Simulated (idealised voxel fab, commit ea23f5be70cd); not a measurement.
Herein follows the process module entitled voxel ribs on slabs.
Cross-sectional view cut (width: 240 nm; square cell size: 5 nm).
A cross-section in this document is a grid of square cells, and it is written down as bands, the top band listed before the ones below it; a band is made up of one or more rows of cells. Basically the band line says how high the top is and how high the bottom is, in nm, and then what's in it from left to right, every material with its width in nm. Empty space shows up as "blank", and if a single material carries "all across" it runs the full band edge to edge. Height datum 0, below which the as-received substrate wafer is one material. Lowest band open at the bottom, running downward: "0..down". Width: "30..40" (first number = top row, second number = bottom row, same change from row to row of cells). The cross-section has no changed cell in any step marked "identical to before". In the "Closed void listing" entry, you get each enclosed empty space of 8 cells or more, one with no open way to the top, written width x height at distance, distance from the left edge, in nm. Post-settings text on a step line: simulator's own remark regarding the step. overlay nm: step with mask; distance mask lay right of planned place; negative value = left of planned place.

### These are the steps we planned for the process
1 RECEIVE (material Si)
2 DIRECTIONAL_DEP (material SiO2; thk nm 30)
3 DIRECTIONAL_DEP (material SiN; thk nm 20)
4 MASKED_ETCH (tone cover; mask id RIB; width nm 30; etch materials SiN; depth nm 10; overlay nm 0)
5 PATTERN (tone cover; mask id SLAB; material resist; width nm 60; thk nm 20; overlay nm 0)
6 DIRECTIONAL_ETCH (etch materials SiN; depth nm 10)
7 STRIP (etch materials resist)
8 FILL_DEP (material SiO2; thk nm 20)
9 CMP (height nm 60)
10 DIRECTIONAL_DEP (material TiN; thk nm 10)
11 MASKED_ETCH (tone cover; mask id HEATER; width nm 40; etch materials TiN; depth nm 10; overlay nm 0)
12 CONFORMAL_DEP (material SiO2; thk nm 5)

### Cross-sectional view of the wafer in its as-received condition, corresponding to the state after step 1
	0..down: Si all across
	Closed void listing: none

### Final wafer profile in cross-section after the module, from the same start and plan as above, with one mistake made during processing
	75..70: blank 100 nm, then SiO2 40 nm, then blank 100 nm
	70..65: blank 100 nm, then SiO2 5 nm, then TiN 30 nm, then SiO2 5 nm, then blank 100 nm
	65..60: SiO2 105 nm, then TiN 30 nm, then SiO2 105 nm
	60..50: SiO2 all across
	50..40: SiO2 105 nm, then SiN 30 nm, then SiO2 105 nm
	40..30: SiO2 90 nm, then SiN 60 nm, then SiO2 90 nm
	30..0: SiO2 all across
	0..down: Si all across
	Closed void listing: none
Which mistake was made when the wafer was run? note that step 11 departed from the planned setting and was carried out as MASKED_ETCH (tone cover; mask id HEATER; width nm 30; etch materials TiN; depth nm 10; overlay nm 0)
